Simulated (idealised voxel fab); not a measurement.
process module | voxel capacitor over wiring
cross-section cut | 225 nm wide | cells 5 nm
A cross-section is a grid of square cells, given in bands from the top down. A band is one or more rows of cells.
Each band's line starts with the height of the band's top and of its bottom, in nm. Then come its materials from left to right, each with its width in nm. One material with "throughout" fills the band from edge to edge. "air" is empty space.
Height 0 is the level under which the wafer as received is all one material. The lowest band goes on downwards, as in "0 down".
A width such as "30 to 40" changes by the same amount from each row of cells to the next, from the band's top row to its bottom row.
"no change" after a step means that no cell of the cross-section changed.
closed voids: empty space of 8 cells or more with no open way to the top, each as width x height at its distance from the left edge, in nm
after a step's settings: what the simulator itself notes on the step
overlay nm, on a step with a mask: how far to the right of its planned place the mask lay; to the left if negative
plan
1 op RECEIVE | material Si
2 op CONFORMAL_DEP | material SiO2 | thk nm 15
3 op CONFORMAL_DEP | material SiN | thk nm 5
4 op DIRECTIONAL_DEP | material SiO2 | thk nm 25
5 op DIRECTIONAL_DEP | material aC | thk nm 10
6 op PATTERN | tone open | mask id METAL_1 | material resist | width nm 25 | pitch nm 85 | thk nm 30 | overlay nm 0
7 op DIRECTIONAL_ETCH | etch materials aC | depth nm 10
8 op STRIP | etch materials resist
9 op DIRECTIONAL_ETCH | etch materials SiO2 | depth nm 25
10 op DIRECTIONAL_ETCH | etch materials SiN | depth nm 5
11 op STRIP | etch materials aC
12 op CONFORMAL_DEP | material TiN | thk nm 5
13 op FILL_DEP | material Ru | thk nm 5
14 op CMP | height nm 45
15 op EPI | material Ru | thk nm 5
16 op FILL_DEP | material SiCN | thk nm 5
17 op DIRECTIONAL_DEP | material SiO2 | thk nm 15
18 op MASKED_ETCH | tone open | mask id PLUG_1 | width nm 15 | etch materials SiO2 | depth nm 15 | overlay nm 0
19 op MASKED_ETCH | tone open | mask id PLUG_1 | width nm 15 | etch materials SiCN | depth nm 5 | overlay nm 0
20 op CONFORMAL_DEP | material TiN | thk nm 5
21 op FILL_DEP | material W | thk nm 10
22 op CMP | height nm 70
23 op DIRECTIONAL_DEP | material TiN | thk nm 10
24 op DIRECTIONAL_DEP | material Al2O3 | thk nm 5
25 op DIRECTIONAL_DEP | material TiN | thk nm 10
26 op PATTERN | tone cover | mask id UPPER_PLATE | material resist | width nm 65 | thk nm 15 | overlay nm 0
27 op DIRECTIONAL_ETCH | etch materials TiN | depth nm 10
28 op DIRECTIONAL_ETCH | etch materials Al2O3 | depth nm 5
29 op STRIP | etch materials resist
30 op DIRECTIONAL_DEP | material aC | thk nm 15
31 op PATTERN | tone cover | mask id LOWER_PLATE | material resist | width nm 75 | thk nm 30 | overlay nm 0
32 op DIRECTIONAL_ETCH | etch materials aC | depth nm 15
33 op STRIP | etch materials resist
34 op DIRECTIONAL_ETCH | etch materials TiN | depth nm 10
35 op STRIP | etch materials aC
36 op FILL_DEP | material SiO2 | thk nm 15
37 op CMP | height nm 105
38 op PATTERN | tone open | mask id PLUG_2 | material resist | width nm 15 | thk nm 20 | overlay nm -15
39 op DIRECTIONAL_ETCH | etch materials SiO2 | depth nm 10
40 op STRIP | etch materials resist
41 op CONFORMAL_DEP | material TiN | thk nm 5
42 op FILL_DEP | material Cu | thk nm 10
43 op CMP | height nm 105
44 op CONFORMAL_DEP | material SiCN | thk nm 5
varied across the wafers: overlay nm of step 38. The plan shows the first wafer's value. All wafers start alike
first wafer as received, after step 1
  0 down: Si throughout
  closed voids: none
first wafer at the end, after step 44
  110 to 105: SiCN throughout
  105 to 100: SiO2 60 | TiN 5 | Cu 5 | TiN 5 | SiO2 150
  100 to 95: SiO2 60 | TiN 15 | SiO2 150
  95 to 85: SiO2 65 | TiN 65 | SiO2 95
  85 to 80: SiO2 65 | Al2O3 65 | SiO2 95
  80 to 70: SiO2 60 | TiN 75 | SiO2 90
  70 to 55: SiO2 65 | TiN 5 | W 5 | TiN 5 | SiO2 145
  55 to 50: SiCN 65 | TiN 15 | SiCN 145
  50 to 45: SiCN 50 | Ru 35 | SiCN 50 | Ru 35 | SiCN 55
  45 to 20: SiO2 55 | TiN 5 | Ru 15 | TiN 5 | SiO2 60 | TiN 5 | Ru 15 | TiN 5 | SiO2 60
  20 to 15: SiN 55 | TiN 25 | SiN 60 | TiN 25 | SiN 60
  15 to 0: SiO2 throughout
  0 down: Si throughout
  closed voids: none
last wafer at the end
  110 to 105: SiCN throughout
  105 to 100: SiO2 90 | TiN 5 | Cu 5 | TiN 5 | SiO2 120
  100 to 95: SiO2 90 | TiN 15 | SiO2 120
  95 to 85: SiO2 65 | TiN 65 | SiO2 95
  85 to 80: SiO2 65 | Al2O3 65 | SiO2 95
  80 to 70: SiO2 60 | TiN 75 | SiO2 90
  70 to 55: SiO2 65 | TiN 5 | W 5 | TiN 5 | SiO2 145
  55 to 50: SiCN 65 | TiN 15 | SiCN 145
  50 to 45: SiCN 50 | Ru 35 | SiCN 50 | Ru 35 | SiCN 55
  45 to 20: SiO2 55 | TiN 5 | Ru 15 | TiN 5 | SiO2 60 | TiN 5 | Ru 15 | TiN 5 | SiO2 60
  20 to 15: SiN 55 | TiN 25 | SiN 60 | TiN 25 | SiN 60
  15 to 0: SiO2 throughout
  0 down: Si throughout
  closed voids: none
each wafer at the end: cells of each material gained (+) or lost (-) since it was received, then its closed voids
overlay nm -15 | +13 Al2O3 | +1 Cu | +44 Ru | +118 SiCN | +35 SiN | +676 SiO2 | +100 TiN | +3 W | closed voids: none
overlay nm -10 | +13 Al2O3 | +1 Cu | +44 Ru | +118 SiCN | +35 SiN | +676 SiO2 | +100 TiN | +3 W | closed voids: none
overlay nm -5 | +13 Al2O3 | +1 Cu | +44 Ru | +118 SiCN | +35 SiN | +676 SiO2 | +100 TiN | +3 W | closed voids: none
overlay nm 0 | +13 Al2O3 | +1 Cu | +44 Ru | +118 SiCN | +35 SiN | +676 SiO2 | +100 TiN | +3 W | closed voids: none
overlay nm 5 | +13 Al2O3 | +1 Cu | +44 Ru | +118 SiCN | +35 SiN | +676 SiO2 | +100 TiN | +3 W | closed voids: none
overlay nm 10 | +13 Al2O3 | +1 Cu | +44 Ru | +118 SiCN | +35 SiN | +676 SiO2 | +100 TiN | +3 W | closed voids: none
overlay nm 15 | +13 Al2O3 | +1 Cu | +44 Ru | +118 SiCN | +35 SiN | +676 SiO2 | +100 TiN | +3 W | closed voids: none
